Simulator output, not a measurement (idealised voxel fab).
Documented hereafter: the process module known as voxel air gaps.
For reference, the cross-section in this document is cut, with width 210 nm and square cells of 5 nm.
Just so we're on the same page, the cross-sections are grids of square cells, and they're listed out in bands top to bottom, each band one or more rows deep. Each band's line starts with the height of the band's top and of its bottom, in nm. Then come its materials from left to right, each with its width in nm. One material with "throughout" fills the band from edge to edge. "empty" is empty space. Height reference: 0 = level under which incoming wafer is all one material. Lowest band: no bottom, runs on downward, e.g. "top 0, no bottom". You'd read "30->40" like this: the band's top row of cells is as wide as the first number, its bottom row is as wide as the second, and going down, every row changes width by the same amount as the row before did. Step marked "nothing was modified"? Then no cell in the cross-section changed in it. "Encapsulated voids" contains a list of empty spaces, each no smaller than 8 cells and without an open way to the top, written in the form width x height at distance with the distance from the left edge and all three in nm. Anything after a step's settings on that line? It's the simulator's own note about the step. overlay nm, on a step with a mask: how far to the right of its planned place the mask lay; to the left if negative.
## The following list gives the planned process steps
1: RECEIVE [material Si]
2: CONFORMAL_DEP [material SiO2] [thk nm 10]
3: CONFORMAL_DEP [material SiN] [thk nm 5]
4: DIRECTIONAL_DEP [material lowk] [thk nm 35]
5: DIRECTIONAL_DEP [material aC] [thk nm 15]
6: PATTERN [tone open] [mask id LINES] [material resist] [width nm 15] [pitch nm 45] [thk nm 30] [overlay nm -15]
7: DIRECTIONAL_ETCH [etch materials aC] [depth nm 15]
8: STRIP [etch materials resist]
9: DIRECTIONAL_ETCH [etch materials lowk] [depth nm 35]
10: STRIP [etch materials aC]
11: CONFORMAL_DEP [material TiN] [thk nm 5]
12: FILL_DEP [material Ru] [thk nm 5]
13: CMP [height nm 50]
14: EPI [material Ru] [thk nm 10]
15: SELECTIVE_ETCH [etch materials lowk] [depth nm 45]
16: CONFORMAL_DEP [material SiCN] [thk nm 5]
Keep in mind the plan's value for the overlay nm of step 6 comes from the first wafer; the wafers don't share that setting, but they do share the same starting point.
## The first of several wafers as received, shown in cross-section; this is its state after step 1
* top 0, no bottom = Si throughout
* Encapsulated voids: none
## Module end state after final step 16: cross-section of the first of several wafers
* top 65, bottom 60 = SiCN 180 / empty 30
* top 60, bottom 50 = SiCN 5 / Ru 35 / SiCN 10 / Ru 35 / SiCN 10 / Ru 35 / SiCN 10 / Ru 35 / SiCN 5 / empty 30
* top 50, bottom 45 = SiCN 15 / TiN 5 / Ru 5 / TiN 5 / SiCN 30 / TiN 5 / Ru 5 / TiN 5 / SiCN 30 / TiN 5 / Ru 5 / TiN 5 / SiCN 30 / TiN 5 / Ru 5 / TiN 5 / SiCN 15 / empty 30
* top 45, bottom 20 = empty 10 / SiCN 5 / TiN 5 / Ru 5 / TiN 5 / SiCN 5 / empty 20 / SiCN 5 / TiN 5 / Ru 5 / TiN 5 / SiCN 5 / empty 20 / SiCN 5 / TiN 5 / Ru 5 / TiN 5 / SiCN 5 / empty 20 / SiCN 5 / TiN 5 / Ru 5 / TiN 5 / SiCN 5 / empty 40
* top 20, bottom 15 = SiCN 15 / TiN 15 / SiCN 30 / TiN 15 / SiCN 30 / TiN 15 / SiCN 30 / TiN 15 / SiCN 45
* top 15, bottom 10 = SiN throughout
* top 10, bottom 0 = SiO2 throughout
* top 0, no bottom = Si throughout
* Encapsulated voids: 10 x 25 at 0; 20 x 25 at 35; 20 x 25 at 80; 20 x 25 at 125
## Last wafer x-sec, end of module
* top 65, bottom 60 = empty 30 / SiCN 180
* top 60, bottom 50 = empty 30 / SiCN 5 / Ru 35 / SiCN 10 / Ru 35 / SiCN 10 / Ru 35 / SiCN 10 / Ru 35 / SiCN 5
* top 50, bottom 45 = empty 30 / SiCN 15 / TiN 5 / Ru 5 / TiN 5 / SiCN 30 / TiN 5 / Ru 5 / TiN 5 / SiCN 30 / TiN 5 / Ru 5 / TiN 5 / SiCN 30 / TiN 5 / Ru 5 / TiN 5 / SiCN 15
* top 45, bottom 20 = empty 40 / SiCN 5 / TiN 5 / Ru 5 / TiN 5 / SiCN 5 / empty 20 / SiCN 5 / TiN 5 / Ru 5 / TiN 5 / SiCN 5 / empty 20 / SiCN 5 / TiN 5 / Ru 5 / TiN 5 / SiCN 5 / empty 20 / SiCN 5 / TiN 5 / Ru 5 / TiN 5 / SiCN 5 / empty 10
* top 20, bottom 15 = SiCN 45 / TiN 15 / SiCN 30 / TiN 15 / SiCN 30 / TiN 15 / SiCN 30 / TiN 15 / SiCN 15
* top 15, bottom 10 = SiN throughout
* top 10, bottom 0 = SiO2 throughout
* top 0, no bottom = Si throughout
* Encapsulated voids: 20 x 25 at 65; 20 x 25 at 110; 20 x 25 at 155; 10 x 25 at 200
## The table below has one row for each wafer; a row shows, as of the end of the module, how many cells of each material the wafer has gained, marked (+), or lost, marked (-), since it was received, and then the wafer's closed voids
overlay nm -15; +80 Ru; +146 SiCN; +42 SiN; +84 SiO2; +60 TiN; Encapsulated voids: 10 x 25 at 0; 20 x 25 at 35; 20 x 25 at 80; 20 x 25 at 125
overlay nm -10; +80 Ru; +146 SiCN; +42 SiN; +84 SiO2; +60 TiN; Encapsulated voids: 20 x 25 at 40; 20 x 25 at 85; 20 x 25 at 130
overlay nm -5; +80 Ru; +146 SiCN; +42 SiN; +84 SiO2; +60 TiN; Encapsulated voids: 20 x 25 at 45; 20 x 25 at 90; 20 x 25 at 135
overlay nm 0; +80 Ru; +146 SiCN; +42 SiN; +84 SiO2; +60 TiN; Encapsulated voids: 20 x 25 at 50; 20 x 25 at 95; 20 x 25 at 140
overlay nm 5; +80 Ru; +146 SiCN; +42 SiN; +84 SiO2; +60 TiN; Encapsulated voids: 20 x 25 at 55; 20 x 25 at 100; 20 x 25 at 145
overlay nm 10; +80 Ru; +146 SiCN; +42 SiN; +84 SiO2; +60 TiN; Encapsulated voids: 20 x 25 at 60; 20 x 25 at 105; 20 x 25 at 150
overlay nm 15; +80 Ru; +146 SiCN; +42 SiN; +84 SiO2; +60 TiN; Encapsulated voids: 20 x 25 at 65; 20 x 25 at 110; 20 x 25 at 155; 10 x 25 at 200
